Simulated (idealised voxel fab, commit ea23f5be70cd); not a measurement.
Presented below is a process module, voxel wiring stack.
FYI the section here is cut, 260 nm wide, cells are 5 nm squares.
Square cells in a grid make up a cross-section in this document, and the grid is given as bands, listed from the top down, each one or more rows of cells. The entry gives the band's vertical extent as a top height and a bottom height in nm, then its horizontal make-up as materials from left to right, each with a width in nm. "empty" stands for empty space; a single material marked "full width" fills the band edge to edge. Where do heights start? At 0: under that level the wafer as delivered is made of one material only. And the lowest band has no floor; it just carries on downward, as in "0 and below". Width "30->40": first value at the band's top row of cells, second value at its bottom row, equal change from row to row. Take "identical to before" at face value: in the step it is given for, the cross-section changed in none of its cells. If an empty space has no open way to the top and is at least 8 cells in size, "Sealed void listing" lists it, written width x height at distance, where distance is measured from the left edge and every value is in nm. Heads up: the bit after the settings on a step's line is the simulator's remark on that step. A step's line can hold "overlay nm"; with a mask on that step, the setting says how far right of the planned place the mask lay, while a negative setting says it lay to the left.
Process steps - plan
step 1: op RECEIVE | material Si
step 2: op CONFORMAL_DEP | material SiO2 | thk nm 10
step 3: op CONFORMAL_DEP | material SiCN | thk nm 5
step 4: op DIRECTIONAL_DEP | material SiO2 | thk nm 20
step 5: op PATTERN | tone open | mask id METAL_1 | material resist | width nm 25 | pitch nm 40 | thk nm 15 | overlay nm 0
step 6: op DIRECTIONAL_ETCH | etch materials SiO2 | depth nm 20
step 7: op DIRECTIONAL_ETCH | etch materials SiCN | depth nm 5
step 8: op STRIP | etch materials resist
step 9: op CONFORMAL_DEP | material TiN | thk nm 5
step 10: op FILL_DEP | material W | thk nm 10
step 11: op CMP | height nm 35
step 12: op CONFORMAL_DEP | material SiCN | thk nm 5
step 13: op DIRECTIONAL_DEP | material SiO2 | thk nm 25
step 14: op PATTERN | tone open | mask id METAL_2 | material resist | width nm 25 | pitch nm 40 | thk nm 20 | overlay nm 0
step 15: op DIRECTIONAL_ETCH | etch materials SiO2 | depth nm 15
step 16: op STRIP | etch materials resist
step 17: op PATTERN | tone open | mask id METAL_2_HOLES | material resist | width nm 15 | pitch nm 80 | thk nm 20 | overlay nm 0
step 18: op DIRECTIONAL_ETCH | etch materials SiO2 | depth nm 10
step 19: op DIRECTIONAL_ETCH | etch materials SiCN | depth nm 5
step 20: op STRIP | etch materials resist
step 21: op CONFORMAL_DEP | material TiN | thk nm 5
step 22: op FILL_DEP | material Cu | thk nm 10
step 23: op CMP | height nm 65
step 24: op CONFORMAL_DEP | material SiN | thk nm 5
As-received state of the wafer in cross-section, equivalent to post-step 1
0 and below: Si full width
Sealed void listing: none
Cross-section taken at module completion on the first of two wafers; processed per the plan
70 down to 65: SiN full width
65 down to 55: SiO2: 55; TiN: 5; Cu: 15; TiN: 5; SiO2: 15; TiN: 5; Cu: 15; TiN: 5; SiO2: 15; TiN: 5; Cu: 15; TiN: 5; SiO2: 15; TiN: 5; Cu: 15; TiN: 5; SiO2: 60
55 down to 50: SiO2: 55; TiN: 5; Cu: 5; TiN: 15; SiO2: 15; TiN: 25; SiO2: 15; TiN: 5; Cu: 5; TiN: 15; SiO2: 15; TiN: 25; SiO2: 60
50 down to 40: SiO2: 55; TiN: 5; Cu: 5; TiN: 5; SiO2: 65; TiN: 5; Cu: 5; TiN: 5; SiO2: 110
40 down to 35: SiCN: 55; TiN: 15; SiCN: 65; TiN: 15; SiCN: 110
35 down to 15: SiO2: 55; TiN: 5; W: 15; TiN: 5; SiO2: 15; TiN: 5; W: 15; TiN: 5; SiO2: 15; TiN: 5; W: 15; TiN: 5; SiO2: 15; TiN: 5; W: 15; TiN: 5; SiO2: 60
15 down to 10: SiCN: 55; TiN: 25; SiCN: 15; TiN: 25; SiCN: 15; TiN: 25; SiCN: 15; TiN: 25; SiCN: 60
10 down to 0: SiO2 full width
0 and below: Si full width
Sealed void listing: none
Here is the second of the two wafers cut open at the end of the module - same start, same plan as the first one, but we made one mistake running it
70 down to 65: SiN full width
65 down to 40: SiO2 full width
40 down to 35: SiCN full width
35 down to 15: SiO2: 55; TiN: 5; W: 15; TiN: 5; SiO2: 15; TiN: 5; W: 15; TiN: 5; SiO2: 15; TiN: 5; W: 15; TiN: 5; SiO2: 15; TiN: 5; W: 15; TiN: 5; SiO2: 60
15 down to 10: SiCN: 55; TiN: 25; SiCN: 15; TiN: 25; SiCN: 15; TiN: 25; SiCN: 15; TiN: 25; SiCN: 60
10 down to 0: SiO2 full width
0 and below: Si full width
Sealed void listing: none
Short version of what went wrong: twice over, step 13 of the plan was run
Once processing is complete, comparing cell counts shows that the second wafer has more or fewer of certain materials than the first: -30 Cu | +6 SiCN | +72 SiO2 | -48 TiN
